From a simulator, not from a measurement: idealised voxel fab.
process module | voxel gate over fins
cross-section cut | 300 nm wide | cells 5 nm
A cross-section is a grid of square cells, given in bands from the top down. A band is one or more rows of cells.
Each band's line starts with the height of the band's top and of its bottom, in nm. Then come its materials from left to right, each with its width in nm. One material with "throughout" fills the band from edge to edge. "air" is empty space.
Height 0 is the level under which the wafer as received is all one material. The lowest band goes on downwards, as in "0 down".
A width such as "30 to 40" changes by the same amount from each row of cells to the next, from the band's top row to its bottom row.
"no change" after a step means that no cell of the cross-section changed.
closed voids: empty space of 8 cells or more with no open way to the top, each as width x height at its distance from the left edge, in nm
after a step's settings: what the simulator itself notes on the step
overlay nm, on a step with a mask: how far to the right of its planned place the mask lay; to the left if negative
plan
1 op RECEIVE | material Si
2 op CONFORMAL_DEP | material SiN | thk nm 10
3 op PATTERN | tone cover | mask id FINS | material resist | width nm 15 | pitch nm 45 | thk nm 20 | overlay nm 0
4 op DIRECTIONAL_ETCH | etch materials SiN | depth nm 10
5 op DIRECTIONAL_ETCH | etch materials Si | depth nm 40
6 op STRIP | etch materials resist
7 op OXIDIZE | depth nm 5
8 op FILL_DEP | material SiO2 | thk nm 5
9 op CMP | height nm 10
10 op SELECTIVE_ETCH | etch materials SiO2 | depth nm 20
11 op STRIP | etch materials SiN
12 op CONFORMAL_DEP | material HfO2 | thk nm 5
13 op CONFORMAL_DEP | material TiN | thk nm 5
14 op CONFORMAL_DEP | material TiAl | thk nm 5
15 op CONFORMAL_DEP | material TiN | thk nm 5
16 op FILL_DEP | material W | thk nm 10
17 op CMP | height nm 25
18 op CONFORMAL_DEP | material SiN | thk nm 5
first wafer, as planned
as received, after step 1
  0 down: Si throughout
  closed voids: none
after step 2
  10 to 0: SiN throughout
  below 0: unchanged
after step 3
  30 to 10: air 120 | resist 15 | air 30 | resist 15 | air 120
  below 10: unchanged
after step 4
  30 to 10: air 120 | resist 15 | air 30 | resist 15 | air 120
  10 to 0: air 120 | SiN 15 | air 30 | SiN 15 | air 120
  below 0: unchanged
after step 5
  30 to 10: air 120 | resist 15 | air 30 | resist 15 | air 120
  10 to 0: air 120 | SiN 15 | air 30 | SiN 15 | air 120
  0 to -40: air 120 | Si 15 | air 30 | Si 15 | air 120
  below -40: unchanged
after step 6
  10 to 0: air 120 | SiN 15 | air 30 | SiN 15 | air 120
  below 0: unchanged
after step 7
  10 to 0: air 120 | SiN 15 | air 30 | SiN 15 | air 120
  0 to -40: air 120 | SiO2 5 | Si 5 | SiO2 5 | air 30 | SiO2 5 | Si 5 | SiO2 5 | air 120
  -40 to -45: SiO2 125 | Si 5 | SiO2 40 | Si 5 | SiO2 125
  below -45: unchanged
after step 8
  15 to 10: SiO2 throughout
  10 to 0: SiO2 120 | SiN 15 | SiO2 30 | SiN 15 | SiO2 120
  0 to -45: SiO2 125 | Si 5 | SiO2 40 | Si 5 | SiO2 125
  below -45: unchanged
after step 9
  10 to 0: SiO2 120 | SiN 15 | SiO2 30 | SiN 15 | SiO2 120
  below 0: unchanged
after step 10
  10 to 0: air 120 | SiN 15 | air 30 | SiN 15 | air 120
  0 to -10: air 125 | Si 5 | air 40 | Si 5 | air 125
  below -10: unchanged
after step 11
  0 to -10: air 125 | Si 5 | air 40 | Si 5 | air 125
  below -10: unchanged
after step 12
  5 to 0: air 120 | HfO2 15 | air 30 | HfO2 15 | air 120
  0 to -5: air 120 | HfO2 5 | Si 5 | HfO2 5 | air 30 | HfO2 5 | Si 5 | HfO2 5 | air 120
  -5 to -10: HfO2 125 | Si 5 | HfO2 40 | Si 5 | HfO2 125
  below -10: unchanged
after step 13
  10 to 5: air 115 | TiN 25 | air 20 | TiN 25 | air 115
  5 to 0: air 115 | TiN 5 | HfO2 15 | TiN 5 | air 20 | TiN 5 | HfO2 15 | TiN 5 | air 115
  0 to -5: TiN 120 | HfO2 5 | Si 5 | HfO2 5 | TiN 30 | HfO2 5 | Si 5 | HfO2 5 | TiN 120
  below -5: unchanged
after step 14
  15 to 10: air 110 | TiAl 35 | air 10 | TiAl 35 | air 110
  10 to 5: air 110 | TiAl 5 | TiN 25 | TiAl 5 | air 10 | TiAl 5 | TiN 25 | TiAl 5 | air 110
  5 to 0: TiAl 115 | TiN 5 | HfO2 15 | TiN 5 | TiAl 20 | TiN 5 | HfO2 15 | TiN 5 | TiAl 115
  below 0: unchanged
after step 15
  20 to 15: air 105 | TiN 90 | air 105
  15 to 10: air 105 | TiN 5 | TiAl 35 | TiN 10 | TiAl 35 | TiN 5 | air 105
  10 to 5: TiN 110 | TiAl 5 | TiN 25 | TiAl 5 | TiN 10 | TiAl 5 | TiN 25 | TiAl 5 | TiN 110
  below 5: unchanged
after step 16
  30 to 20: W throughout
  20 to 15: W 105 | TiN 90 | W 105
  15 to 10: W 105 | TiN 5 | TiAl 35 | TiN 10 | TiAl 35 | TiN 5 | W 105
  below 10: unchanged
after step 17
  25 to 20: W throughout
  below 20: unchanged
after step 18
  30 to 25: SiN throughout
  below 25: unchanged
second wafer: like start, like plan, one mistake. Through step 13 it matches the first wafer
when step 14 should have ended
  15 to 10: air 110 | SiO2 35 | air 10 | SiO2 35 | air 110
  10 to 5: air 110 | SiO2 5 | TiN 25 | SiO2 5 | air 10 | SiO2 5 | TiN 25 | SiO2 5 | air 110
  5 to 0: SiO2 115 | TiN 5 | HfO2 15 | TiN 5 | SiO2 20 | TiN 5 | HfO2 15 | TiN 5 | SiO2 115
  below 0: unchanged
when step 15 should have ended
  20 to 15: air 105 | TiN 90 | air 105
  15 to 10: air 105 | TiN 5 | SiO2 35 | TiN 10 | SiO2 35 | TiN 5 | air 105
  10 to 5: TiN 110 | SiO2 5 | TiN 25 | SiO2 5 | TiN 10 | SiO2 5 | TiN 25 | SiO2 5 | TiN 110
  below 5: unchanged
when step 16 should have ended
  30 to 20: W throughout
  20 to 15: W 105 | TiN 90 | W 105
  15 to 10: W 105 | TiN 5 | SiO2 35 | TiN 10 | SiO2 35 | TiN 5 | W 105
  below 10: unchanged
when step 17 should have ended
  25 to 20: W throughout
  below 20: unchanged
when step 18 should have ended
  30 to 25: SiN throughout
  below 25: unchanged
what went wrong: step 14 ran as: op CONFORMAL_DEP | material SiO2 | thk nm 5
at the end the second wafer has, in cells: 68 more of SiO2 | 68 fewer of TiAl
